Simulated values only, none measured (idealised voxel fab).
The process module presented herein is designated voxel gate over fins.
It is cross-section cut that appears here, measuring 255 nm in width, its square cells being 5 nm in size.
Cross-section = grid of square cells, listed top down in bands; band = one or more rows.
In this notation a band is specified by the heights of its top and bottom, in that order and in nm, after which its materials appear from left to right, each paired with its width in nm. The word "everywhere" attached to a single material means that material fills the band from edge to edge; the word "empty" stands for empty space.
We count height from 0. Below that, the starting wafer is all one material. The lowest band never ends at the bottom but goes on down; see "0..down" for how that is written.
Quick explanation for "30->40": the width changes in equal steps down the rows of cells, from the first number in the band's top row to the second number in its bottom row.
"remained unchanged", as given for a step, is the statement that not any cell of the cross-section underwent a change during that step.
Sealed cavities: empty space of 8 cells or more with no open way to the top, each as width x height at its distance from the left edge, in nm
Anything after a step's settings on that line? It's the simulator's own note about the step.
"overlay nm" answers the question of how far to the right of plan the mask lay on a step that has a mask, and when it is negative the answer is to the left.

THE PLANNED PROCESS STEPS ARE ENUMERATED HEREUNDER
1) op RECEIVE | material Si
2) op CONFORMAL_DEP | material SiN | thk nm 10
3) op MASKED_ETCH | tone cover | mask id FINS | width nm 15 | pitch nm 55 | etch materials SiN | depth nm 10 | overlay nm 0
4) op MASKED_ETCH | tone cover | mask id FINS | width nm 15 | pitch nm 55 | etch materials Si | depth nm 40 | overlay nm 0
5) op OXIDIZE | depth nm 5
6) op FILL_DEP | material SiO2 | thk nm 10
7) op CMP | height nm 10
8) op DIRECTIONAL_DEP | material aC | thk nm 10
9) op PATTERN | tone open | mask id RAIL | material resist | width nm 15 | thk nm 30 | overlay nm 0
10) op DIRECTIONAL_ETCH | etch materials aC | depth nm 10
11) op STRIP | etch materials resist
12) op DIRECTIONAL_ETCH | etch materials SiO2 | depth nm 45
13) op STRIP | etch materials aC
14) op CONFORMAL_DEP | material TiN | thk nm 5
15) op FILL_DEP | material W | thk nm 10
16) op CMP | height nm 10
17) op SELECTIVE_ETCH | etch materials W Ru TiN | depth nm 35
18) op FILL_DEP | material SiO2 | thk nm 5
19) op CMP | height nm 10
20) op SELECTIVE_ETCH | etch materials SiO2 | depth nm 25
21) op STRIP | etch materials SiN
22) op CONFORMAL_DEP | material HfO2 | thk nm 5
23) op CONFORMAL_DEP | material TiN | thk nm 5
24) op FILL_DEP | material W | thk nm 15
25) op CMP | height nm 20
26) op CONFORMAL_DEP | material SiCN | thk nm 10

AS-RECEIVED WAFER CROSS-SECTION (AFTER STEP 1)
* 0..down | Si everywhere
* Sealed cavities: none

FIRST OF TWO WAFERS AT THE END OF THE MODULE, SHOWN IN CROSS-SECTION; RUN CARRIED OUT AS PLANNED
* 30..20 | SiCN everywhere
* 20..10 | W everywhere
* 10..5 | 30 of W  25 of TiN  30 of W  25 of TiN  30 of W  25 of TiN  30 of W  25 of TiN  35 of W
* 5..0 | 30 of W  5 of TiN  15 of HfO2  5 of TiN  30 of W  5 of TiN  15 of HfO2  5 of TiN  30 of W  5 of TiN  15 of HfO2  5 of TiN  30 of W  5 of TiN  15 of HfO2  5 of TiN  35 of W
* 0..-5 | 30 of W  5 of TiN  5 of HfO2  5 of Si  5 of HfO2  5 of TiN  30 of W  5 of TiN  5 of HfO2  5 of Si  5 of HfO2  5 of TiN  30 of W  5 of TiN  5 of HfO2  5 of Si  5 of HfO2  5 of TiN  30 of W  5 of TiN  5 of HfO2  5 of Si  5 of HfO2  5 of TiN  35 of W
* -5..-10 | 35 of TiN  5 of HfO2  5 of Si  5 of HfO2  40 of TiN  5 of HfO2  5 of Si  5 of HfO2  40 of TiN  5 of HfO2  5 of Si  5 of HfO2  40 of TiN  5 of HfO2  5 of Si  5 of HfO2  40 of TiN
* -10..-15 | 40 of HfO2  5 of Si  50 of HfO2  5 of Si  50 of HfO2  5 of Si  50 of HfO2  5 of Si  45 of HfO2
* -15..-25 | 40 of SiO2  5 of Si  50 of SiO2  5 of Si  50 of SiO2  5 of Si  50 of SiO2  5 of Si  45 of SiO2
* -25..-30 | 40 of SiO2  5 of Si  15 of SiO2  5 of TiN  5 of W  5 of TiN  20 of SiO2  5 of Si  50 of SiO2  5 of Si  50 of SiO2  5 of Si  45 of SiO2
* -30..-35 | 40 of SiO2  5 of Si  15 of SiO2  15 of TiN  20 of SiO2  5 of Si  50 of SiO2  5 of Si  50 of SiO2  5 of Si  45 of SiO2
* -35..-45 | 40 of SiO2  5 of Si  50 of SiO2  5 of Si  50 of SiO2  5 of Si  50 of SiO2  5 of Si  45 of SiO2
* -45..down | Si everywhere
* Sealed cavities: none

SECOND WAFER OF THE TWO, SECTIONED AT THE END OF THE MODULE. IT BEGAN LIKE THE FIRST AND FOLLOWED THE SAME PLAN, BUT ONE MISTAKE WAS MADE WHILE RUNNING IT
* 30..20 | SiCN everywhere
* 20..10 | W everywhere
* 10..5 | 30 of W  25 of TiN  30 of W  25 of TiN  30 of W  25 of TiN  30 of W  25 of TiN  35 of W
* 5..0 | 30 of W  5 of TiN  15 of HfO2  5 of TiN  30 of W  5 of TiN  15 of HfO2  5 of TiN  30 of W  5 of TiN  15 of HfO2  5 of TiN  30 of W  5 of TiN  15 of HfO2  5 of TiN  35 of W
* 0..-5 | 30 of W  5 of TiN  5 of HfO2  5 of Si  5 of HfO2  5 of TiN  30 of W  5 of TiN  5 of HfO2  5 of Si  5 of HfO2  5 of TiN  30 of W  5 of TiN  5 of HfO2  5 of Si  5 of HfO2  5 of TiN  30 of W  5 of TiN  5 of HfO2  5 of Si  5 of HfO2  5 of TiN  35 of W
* -5..-10 | 20 of TiN  10 of W  5 of TiN  5 of HfO2  5 of Si  5 of HfO2  5 of TiN  30 of W  5 of TiN  5 of HfO2  5 of Si  5 of HfO2  5 of TiN  30 of W  5 of TiN  5 of HfO2  5 of Si  5 of HfO2  5 of TiN  30 of W  5 of TiN  5 of HfO2  5 of Si  5 of HfO2  5 of TiN  10 of W  25 of TiN
* -10..-15 | 15 of HfO2  5 of TiN  10 of W  5 of TiN  5 of HfO2  5 of Si  5 of HfO2  5 of TiN  30 of W  5 of TiN  5 of HfO2  5 of Si  5 of HfO2  5 of TiN  30 of W  5 of TiN  5 of HfO2  5 of Si  5 of HfO2  5 of TiN  30 of W  5 of TiN  5 of HfO2  5 of Si  5 of HfO2  5 of TiN  10 of W  5 of TiN  20 of HfO2
* -15..-20 | 10 of SiO2  5 of HfO2  20 of TiN  5 of HfO2  5 of Si  5 of HfO2  40 of TiN  5 of HfO2  5 of Si  5 of HfO2  40 of TiN  5 of HfO2  5 of Si  5 of HfO2  40 of TiN  5 of HfO2  5 of Si  5 of HfO2  20 of TiN  5 of HfO2  15 of SiO2
* -20..-25 | 10 of SiO2  30 of HfO2  5 of Si  50 of HfO2  5 of Si  50 of HfO2  5 of Si  50 of HfO2  5 of Si  30 of HfO2  15 of SiO2
* -25..-30 | 40 of SiO2  5 of Si  15 of SiO2  5 of TiN  5 of W  5 of TiN  20 of SiO2  5 of Si  50 of SiO2  5 of Si  50 of SiO2  5 of Si  45 of SiO2
* -30..-35 | 40 of SiO2  5 of Si  15 of SiO2  15 of TiN  20 of SiO2  5 of Si  50 of SiO2  5 of Si  50 of SiO2  5 of Si  45 of SiO2
* -35..-45 | 40 of SiO2  5 of Si  50 of SiO2  5 of Si  50 of SiO2  5 of Si  50 of SiO2  5 of Si  45 of SiO2
* -45..down | Si everywhere
* Sealed cavities: none
what went wrong: steps 20 and 21: order swapped relative to plan
Upon completion, the second wafer contains, in terms of cells, a greater or smaller amount of certain materials than the first wafer: 20 more of HfO2, 84 fewer of SiO2, 20 more of TiN, 44 more of W
